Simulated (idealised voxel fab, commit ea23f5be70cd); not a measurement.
The following is a process module called voxel trench capacitor.
Displayed cross-section: cut, width of 205 nm, square cells sized 5 nm.
Each cross-section below is a grid of square cells, stated as bands in top-down order, with one or more rows of cells making up each band. It is stipulated that each band's entry specify, in nanometres, the height of the top of the band and then that of its bottom, followed by the materials of the band in left-to-right sequence, each together with its width in nanometres. A single material marked by the word "throughout" is understood to fill the band from edge to edge; the word "empty" is understood to denote empty space. Zero point of the height axis is 0; under it, received wafer = one material. Lowest band: continues down indefinitely, "top 0, no bottom". The notation "30..40" denotes a width that varies across the rows of cells in the band, beginning at the first number in the top row, finishing at the second number in the bottom row, and changing by an identical amount from each row to the next. When a step is marked "remains unaltered", none of the cells in the cross-section changed during that step. "Voids lacking openings" enumerates empty spaces isolated from the top, with no open way to it, that contain at least 8 cells, giving each as width x height at distance from the left edge, all three in nm. Read whatever lies past the settings on a step's line as the simulator's own remark about the step. overlay nm: step with mask; distance mask lay right of planned place; negative value = left of planned place.
## Here's what the planned process steps look like
1) RECEIVE | material Si
2) CONFORMAL_DEP | material SiN | thk nm 5
3) DIRECTIONAL_DEP | material aC | thk nm 10
4) PATTERN | tone open | mask id TRENCH | material resist | width nm 20 | pitch nm 50 | thk nm 30 | overlay nm 0
5) DIRECTIONAL_ETCH | etch materials aC | depth nm 10
6) STRIP | etch materials resist
7) DIRECTIONAL_ETCH | etch materials SiN | depth nm 5
8) DIRECTIONAL_ETCH | etch materials Si | depth nm 25
9) STRIP | etch materials aC
10) CONFORMAL_DEP | material Al2O3 | thk nm 5
11) FILL_DEP | material polySi | thk nm 5
12) CMP | height nm 5
## Delivered wafer in cross-section: state after step 1
- top 0, no bottom  Si throughout
- Voids lacking openings: none
## First of two wafers at the end of the module, shown in cross-section; run carried out as planned
- top 5, bottom 0  65 nm SiN | 5 nm Al2O3 | 10 nm polySi | 5 nm Al2O3 | 30 nm SiN | 5 nm Al2O3 | 10 nm polySi | 5 nm Al2O3 | 70 nm SiN
- top 0, bottom -20  65 nm Si | 5 nm Al2O3 | 10 nm polySi | 5 nm Al2O3 | 30 nm Si | 5 nm Al2O3 | 10 nm polySi | 5 nm Al2O3 | 70 nm Si
- top -20, bottom -25  65 nm Si | 20 nm Al2O3 | 30 nm Si | 20 nm Al2O3 | 70 nm Si
- top -25, no bottom  Si throughout
- Voids lacking openings: none
## Here is the second of the two wafers cut open at the end of the module - same start, same plan as the first one, but we made one mistake running it
- top 5, bottom 0  75 nm SiN | 5 nm Al2O3 | 10 nm polySi | 5 nm Al2O3 | 30 nm SiN | 5 nm Al2O3 | 10 nm polySi | 5 nm Al2O3 | 60 nm SiN
- top 0, bottom -20  75 nm Si | 5 nm Al2O3 | 10 nm polySi | 5 nm Al2O3 | 30 nm Si | 5 nm Al2O3 | 10 nm polySi | 5 nm Al2O3 | 60 nm Si
- top -20, bottom -25  75 nm Si | 20 nm Al2O3 | 30 nm Si | 20 nm Al2O3 | 60 nm Si
- top -25, no bottom  Si throughout
- Voids lacking openings: none
Which mistake was made when the wafer was run? step 4 went in with a setting other than planned; the actual run was PATTERN | tone open | mask id TRENCH | material resist | width nm 20 | pitch nm 50 | thk nm 30 | overlay nm 10
Both wafers, final: cells per material equal; arrangement not.
